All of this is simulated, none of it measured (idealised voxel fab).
Title: Process Module voxel gate over fins
Section cut is 230 nm wide and gridded with 5 nm square cells.
Cross-section = grid of square cells, listed top down in bands; band = one or more rows. Look at the band entry: it leads with the top's height and the bottom's height in nm. Then it lists the materials left to right, with a width in nm for each. The word "all across" on a single material says that material fills the band edge to edge. The word "air" is empty space. Heights are measured from 0, the level below which the as-received wafer is all one material; the lowest band has no bottom and continues downward, written as in "from 0 down". Note: "30 to 40" means the width goes from the first number (top row of the band) to the second number (bottom row) in equal steps per row of cells. When a step is marked "nothing got changed", none of the cells in the cross-section changed during that step. Heads up: "Catalogued sealed voids" only lists the empty pockets with no open path to the top that are 8 cells or more, and it writes them as width x height at distance, distance from the left edge, in nm. Post-settings text on a step line: simulator's own remark regarding the step. The optional step-line setting "overlay nm" applies to steps with a mask and quantifies how far to the right of its planned location the mask lay, a negative value indicating leftward placement.
# Process steps - plan
1,RECEIVE with material Si
2,CONFORMAL_DEP with material SiN, thk nm 5
3,DIRECTIONAL_DEP with material aC, thk nm 10
4,PATTERN with tone cover, mask id FINS, material resist, width nm 15, pitch nm 45, thk nm 25, overlay nm 0
5,DIRECTIONAL_ETCH with etch materials aC, depth nm 10
6,STRIP with etch materials resist
7,DIRECTIONAL_ETCH with etch materials SiN, depth nm 5
8,DIRECTIONAL_ETCH with etch materials Si, depth nm 35
9,STRIP with etch materials aC
10,OXIDIZE with depth nm 5
11,FILL_DEP with material SiO2, thk nm 15
12,CMP with height nm 5
13,SELECTIVE_ETCH with etch materials SiO2, depth nm 20
14,STRIP with etch materials SiN
15,CONFORMAL_DEP with material HfO2, thk nm 5
16,CONFORMAL_DEP with material TiN, thk nm 5
17,FILL_DEP with material W, thk nm 15
18,CMP with height nm 20
19,CONFORMAL_DEP with material SiN, thk nm 5
# The cross-section here shows the wafer as received, i.e. in its state after step 1
- from 0 down  Si all across
- Catalogued sealed voids: none
# Here's the cross-section of the first of our two wafers at the end of the module - it ran as planned
- from 25 to 20  SiN all across
- from 20 to 10  W all across
- from 10 to 5  W=55 / TiN=25 / W=20 / TiN=25 / W=20 / TiN=25 / W=60
- from 5 to 0  W=55 / TiN=5 / HfO2=15 / TiN=5 / W=20 / TiN=5 / HfO2=15 / TiN=5 / W=20 / TiN=5 / HfO2=15 / TiN=5 / W=60
- from 0 to -5  W=55 / TiN=5 / HfO2=5 / Si=5 / HfO2=5 / TiN=5 / W=20 / TiN=5 / HfO2=5 / Si=5 / HfO2=5 / TiN=5 / W=20 / TiN=5 / HfO2=5 / Si=5 / HfO2=5 / TiN=5 / W=60
- from -5 to -10  TiN=60 / HfO2=5 / Si=5 / HfO2=5 / TiN=30 / HfO2=5 / Si=5 / HfO2=5 / TiN=30 / HfO2=5 / Si=5 / HfO2=5 / TiN=65
- from -10 to -15  HfO2=65 / Si=5 / HfO2=40 / Si=5 / HfO2=40 / Si=5 / HfO2=70
- from -15 to -40  SiO2=65 / Si=5 / SiO2=40 / Si=5 / SiO2=40 / Si=5 / SiO2=70
- from -40 down  Si all across
- Catalogued sealed voids: none
# End of module, second wafer, cross-section. Started like the first, planned like the first, run with one mistake
- from 25 to 20  SiN all across
- from 20 to 10  W all across
- from 10 to 5  TiN=65 / W=5 / TiN=40 / W=5 / TiN=40 / W=5 / TiN=70
- from 5 to 0  HfO2=60 / TiN=5 / W=5 / TiN=5 / HfO2=30 / TiN=5 / W=5 / TiN=5 / HfO2=30 / TiN=5 / W=5 / TiN=5 / HfO2=65
- from 0 to -5  Si=55 / HfO2=5 / TiN=5 / W=5 / TiN=5 / HfO2=5 / Si=20 / HfO2=5 / TiN=5 / W=5 / TiN=5 / HfO2=5 / Si=20 / HfO2=5 / TiN=5 / W=5 / TiN=5 / HfO2=5 / Si=60
- from -5 to -10  Si=55 / HfO2=5 / TiN=15 / HfO2=5 / Si=20 / HfO2=5 / TiN=15 / HfO2=5 / Si=20 / HfO2=5 / TiN=15 / HfO2=5 / Si=60
- from -10 to -15  Si=55 / HfO2=25 / Si=20 / HfO2=25 / Si=20 / HfO2=25 / Si=60
- from -15 to -40  Si=55 / SiO2=25 / Si=20 / SiO2=25 / Si=20 / SiO2=25 / Si=60
- from -40 down  Si all across
- Catalogued sealed voids: none
What was done differently from what was planned? step 4 ran with different settings than intended, the actual operation and settings being PATTERN with tone open, mask id FINS, material resist, width nm 15, pitch nm 45, thk nm 25, overlay nm 0
In the final state, the cell counts of the second wafer exceed or fall short of those of the first for the following materials: Si +224, SiO2 -140, W -84
